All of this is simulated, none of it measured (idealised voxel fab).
The following process module bears the name voxel self aligned contacts.
200 nm wide, 5 nm square cells: that's cross-section cut.
Cross-section layout: square cells on a grid; listed as bands, top to bottom; a band spans one or more cell rows. What a band's entry tells you: where the top is and where the bottom is, as heights in nm, and after that what lies inside, material by material from left to right, each with its width in nm. Empty space is written as the word "air", and a single material marked with the word "full width" occupies the band from edge to edge. Zero point of the height axis is 0; under it, received wafer = one material. Lowest band: continues down indefinitely, "0 and below". Top row gets the first number, bottom row gets the second, and each row in between changes by the same step: that is how a band width like "30..40" works. Any step labelled "no modification" changed none of the cells in the cross-section. Entry "Fully sealed cavities" = empty spaces >= 8 cells with no open way to the top; each as width x height at distance, distance from left edge, all nm. The remark found on a step's line after its settings is issued by the simulator itself and pertains to that step. What "overlay nm" on a step's line means: if the step has a mask, that mask lay this far to the right of its planned place, or, when the value is negative, to the left.
Planned step list for the process:
1,RECEIVE,material Si
2,OXIDIZE,depth nm 5
3,DIRECTIONAL_DEP,material polySi,thk nm 30
4,DIRECTIONAL_DEP,material SiN,thk nm 25
5,MASKED_ETCH,tone cover,mask id GATE,width nm 25,pitch nm 60,etch materials SiN,depth nm 25,overlay nm 0
6,MASKED_ETCH,tone cover,mask id GATE,width nm 25,pitch nm 60,etch materials polySi,depth nm 30,overlay nm 0
7,CONFORMAL_DEP,material SiN,thk nm 10
8,DIRECTIONAL_ETCH,etch materials SiN,depth nm 10
9,FILL_DEP,material SiO2,thk nm 15
10,CMP,height nm 65
11,MASKED_ETCH,tone open,mask id CONTACT,width nm 45,pitch nm 60,etch materials SiO2,depth nm 70,overlay nm 0
12,CONFORMAL_DEP,material TiN,thk nm 5
13,FILL_DEP,material W,thk nm 10
14,CMP,height nm 65
15,CONFORMAL_DEP,material SiCN,thk nm 5
Cross-section of the wafer as it came to us, i.e., already through step 1:
- 0 and below  Si full width
- Fully sealed cavities: none
End-of-module cross-section of the first of two wafers, processed as planned:
- 70 down to 65  SiCN full width
- 65 down to 55  SiO2: 45, then TiN: 5..20, then W: 35..5, then TiN: 5..20, then SiO2: 15, then TiN: 5..20, then W: 35..5, then TiN: 5..20, then SiO2: 50
- 55 down to 30  SiO2: 15, then SiN: 45, then TiN: 5, then W: 5, then TiN: 5, then SiN: 45, then TiN: 5, then W: 5, then TiN: 5, then SiN: 45, then SiO2: 20
- 30 down to 0  SiO2: 15, then SiN: 10, then polySi: 25, then SiN: 10, then TiN: 5, then W: 5, then TiN: 5, then SiN: 10, then polySi: 25, then SiN: 10, then TiN: 5, then W: 5, then TiN: 5, then SiN: 10, then polySi: 25, then SiN: 10, then SiO2: 20
- 0 down to -5  SiO2: 60, then TiN: 15, then SiO2: 45, then TiN: 15, then SiO2: 65
- -5 and below  Si full width
- Fully sealed cavities: none
Presented here is a cross-section of the second of the two wafers as it stood at the end of the module. It was started in the same manner and assigned the same plan as the first wafer; however, one mistake was made in its execution:
- 70 down to 65  SiCN full width
- 65 down to 60  SiO2: 45, then TiN: 5, then W: 35, then TiN: 5, then SiO2: 15, then TiN: 5, then W: 35, then TiN: 5, then SiO2: 50
- 60 down to 55  SiO2: 45, then TiN: 45, then SiO2: 15, then TiN: 45, then SiO2: 50
- 55 down to 30  SiN: 35, then SiO2: 5, then SiN: 55, then SiO2: 5, then SiN: 55, then SiO2: 5, then SiN: 40
- 30 down to 0  polySi full width
- 0 down to -5  SiO2 full width
- -5 and below  Si full width
- Fully sealed cavities: none
What was the processing mistake? step 5 off recipe, ran as MASKED_ETCH,tone open,mask id GATE,width nm 25,pitch nm 60,etch materials SiN,depth nm 25,overlay nm 0
The second wafer ends with more or fewer cells of some materials than the first, per final count: 22 fewer of SiN; 56 fewer of SiO2; 48 fewer of TiN; 24 fewer of W; 150 more of polySi
